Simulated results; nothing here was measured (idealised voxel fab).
process module | voxel transistor to metal
cross-section cut | 285 nm wide | cells 5 nm
A cross-section is a grid of square cells, given in bands from the top down. A band is one or more rows of cells.
Each band's line starts with the height of the band's top and of its bottom, in nm. Then come its materials from left to right, each with its width in nm. One material with "throughout" fills the band from edge to edge. "air" is empty space.
Height 0 is the level under which the wafer as received is all one material. The lowest band goes on downwards, as in "0 down".
A width such as "30 to 40" changes by the same amount from each row of cells to the next, from the band's top row to its bottom row.
"no change" after a step means that no cell of the cross-section changed.
closed voids: empty space of 8 cells or more with no open way to the top, each as width x height at its distance from the left edge, in nm
after a step's settings: what the simulator itself notes on the step
overlay nm, on a step with a mask: how far to the right of its planned place the mask lay; to the left if negative
plan
1 op RECEIVE | material Si
2 op OXIDIZE | depth nm 5
3 op CONFORMAL_DEP | material SiN | thk nm 10
4 op MASKED_ETCH | tone cover | mask id ACTIVE | width nm 110 | pitch nm 140 | etch materials SiN | depth nm 10 | overlay nm 0
5 op MASKED_ETCH | tone cover | mask id ACTIVE | width nm 110 | pitch nm 140 | etch materials SiO2 | depth nm 5 | overlay nm 0
6 op MASKED_ETCH | tone cover | mask id ACTIVE | width nm 110 | pitch nm 140 | etch materials Si | depth nm 35 | overlay nm 0
7 op OXIDIZE | depth nm 5
8 op FILL_DEP | material SiO2 | thk nm 5
9 op CMP | height nm 10
10 op SELECTIVE_ETCH | etch materials SiO2 | depth nm 10
11 op STRIP | etch materials SiN
12 op SELECTIVE_ETCH | etch materials SiO2 | depth nm 5
13 op OXIDIZE | depth nm 5
14 op DIRECTIONAL_DEP | material polySi | thk nm 30
15 op DIRECTIONAL_DEP | material SiCN | thk nm 15
16 op DIRECTIONAL_DEP | material aC | thk nm 15
17 op PATTERN | tone cover | mask id GATE | material resist | width nm 20 | pitch nm 140 | thk nm 30 | overlay nm 0
18 op DIRECTIONAL_ETCH | etch materials aC | depth nm 15
19 op STRIP | etch materials resist
20 op DIRECTIONAL_ETCH | etch materials SiCN | depth nm 25
21 op DIRECTIONAL_ETCH | etch materials polySi | depth nm 40
22 op STRIP | etch materials aC
23 op CONFORMAL_DEP | material SiO2 | thk nm 5
24 op DIRECTIONAL_ETCH | etch materials SiO2 | depth nm 5
25 op CONFORMAL_DEP | material SiN | thk nm 5
26 op DIRECTIONAL_ETCH | etch materials SiN | depth nm 5
27 op DIRECTIONAL_ETCH | etch materials SiO2 | depth nm 5
28 op EPI | material pSi | thk nm 5
29 op FILL_DEP | material SiO2 | thk nm 10
30 op CMP | height nm 40
31 op DIRECTIONAL_DEP | material SiO2 | thk nm 15
32 op PATTERN | tone open | mask id CONTACT | material resist | width nm 20 | pitch nm 70 | thk nm 20 | overlay nm 0
33 op DIRECTIONAL_ETCH | etch materials SiO2 | depth nm 60
34 op STRIP | etch materials resist
35 op CONFORMAL_DEP | material TiN | thk nm 5
36 op FILL_DEP | material W | thk nm 5
37 op CMP | height nm 55
38 op CONFORMAL_DEP | material SiCN | thk nm 5
39 op DIRECTIONAL_DEP | material SiO2 | thk nm 20
40 op PATTERN | tone open | mask id METAL_1 | material resist | width nm 20 | pitch nm 70 | thk nm 15 | overlay nm 0
41 op DIRECTIONAL_ETCH | etch materials SiO2 | depth nm 20
42 op DIRECTIONAL_ETCH | etch materials SiCN | depth nm 5
43 op STRIP | etch materials resist
44 op CONFORMAL_DEP | material TiN | thk nm 5
45 op FILL_DEP | material Cu | thk nm 10
46 op CMP | height nm 80
47 op CONFORMAL_DEP | material SiN | thk nm 5
as received, after step 1
  0 down: Si throughout
  closed voids: none
a wafer at the end: this start, this plan, one mistake
  85 to 80: SiN throughout
  80 to 60: SiO2 25 | TiN 5 | Cu 10 | TiN 5 | SiO2 50 | TiN 5 | Cu 10 | TiN 5 | SiO2 50 | TiN 5 | Cu 10 | TiN 5 | SiO2 50 | TiN 5 | Cu 10 | TiN 5 | SiO2 30
  60 to 55: SiCN 25 | TiN 20 | SiCN 50 | TiN 20 | SiCN 50 | TiN 20 | SiCN 50 | TiN 20 | SiCN 30
  55 to 45: SiO2 25 | TiN 5 | W 10 | TiN 5 | SiO2 50 | TiN 5 | W 10 | TiN 5 | SiO2 50 | TiN 5 | W 10 | TiN 5 | SiO2 50 | TiN 5 | W 10 | TiN 5 | SiO2 30
  45 to 40: SiO2 25 | TiN 20 | SiO2 50 | TiN 20 | SiO2 50 | TiN 20 | SiO2 50 | TiN 20 | SiO2 30
  40 to 25: SiCN 60 | SiO2 5 | SiN 10 | SiO2 5 | SiCN 120 | SiO2 5 | SiN 10 | SiO2 5 | SiCN 65
  25 to -5: polySi 60 | SiO2 5 | SiN 10 | SiO2 5 | polySi 120 | SiO2 5 | SiN 10 | SiO2 5 | polySi 65
  -5 to -10: SiO2 throughout
  -10 to -45: SiO2 20 | Si 100 | SiO2 40 | Si 100 | SiO2 25
  -45 down: Si throughout
  closed voids: none
what went wrong: step 17 ran as: op PATTERN | tone open | mask id GATE | material resist | width nm 20 | pitch nm 140 | thk nm 30 | overlay nm 0
